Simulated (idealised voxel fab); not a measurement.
Proc. module: voxel double patterning
cross-section cut | 250 nm wide | cells 5 nm
For the purposes of this document, a cross-section shall be understood as a grid of square cells, specified as bands listed in top-to-bottom order, each band consisting of one or more rows of cells.
What a band's entry tells you: where the top is and where the bottom is, as heights in nm, and after that what lies inside, material by material from left to right, each with its width in nm. Empty space is written as the word "empty", and a single material marked with the word "edge to edge" occupies the band from edge to edge.
Note: height 0 marks the level under which the wafer is uniformly one material as received. Lowest band unbounded below, written "0 -> down".
Think of "30 to 40" as a width that walks from the first number to the second as you go down the band, top row to bottom row, taking equal-sized steps from row to row.
"remained unchanged", as given for a step, is the statement that not any cell of the cross-section underwent a change during that step.
Enclosed voids (no open way to top), threshold 8 cells or more, entry "Unvented cavities", notation width x height at distance, distance from left edge, nm.
Read whatever lies past the settings on a step's line as the simulator's own remark about the step.
What "overlay nm" on a step's line means: if the step has a mask, that mask lay this far to the right of its planned place, or, when the value is negative, to the left.

The planned process steps are enumerated hereunder:
1: RECEIVE,material Si
2: CONFORMAL_DEP,material SiO2,thk nm 10
3: DIRECTIONAL_DEP,material W,thk nm 15
4: DIRECTIONAL_DEP,material SiN,thk nm 10
5: MASKED_ETCH,tone open,mask id FIRST,width nm 15,pitch nm 50,etch materials SiN,depth nm 10,overlay nm 0
6: MASKED_ETCH,tone open,mask id SECOND,width nm 15,etch materials SiN,depth nm 10,overlay nm 0
7: DIRECTIONAL_ETCH,etch materials W,depth nm 15
8: STRIP,etch materials SiN

Received-state cross-section, reflecting completion of step 1:
> 0 -> down | Si edge to edge
> Unvented cavities: none

First of two wafers at the end of the module, shown in cross-section; run carried out as planned:
> 25 -> 10 | 90 of W  15 of empty  10 of W  15 of empty  10 of W  15 of empty  95 of W
> 10 -> 0 | SiO2 edge to edge
> 0 -> down | Si edge to edge
> Unvented cavities: none

Same start, same plan as the first wafer - but one mistake in the run. Cross-section of the second of the two at the end of the module:
> 25 -> 10 | 115 of empty  15 of W  120 of empty
> 10 -> 0 | SiO2 edge to edge
> 0 -> down | Si edge to edge
> Unvented cavities: none
In executing the process, a mistake was made relative to the plan: so step 6 ended up running with a different setting than we planned, it ran as MASKED_ETCH,tone cover,mask id SECOND,width nm 15,etch materials SiN,depth nm 10,overlay nm 0
It is noted that, at the conclusion of processing, the second wafer exhibits a higher or lower cell count for certain materials relative to the first: W -114
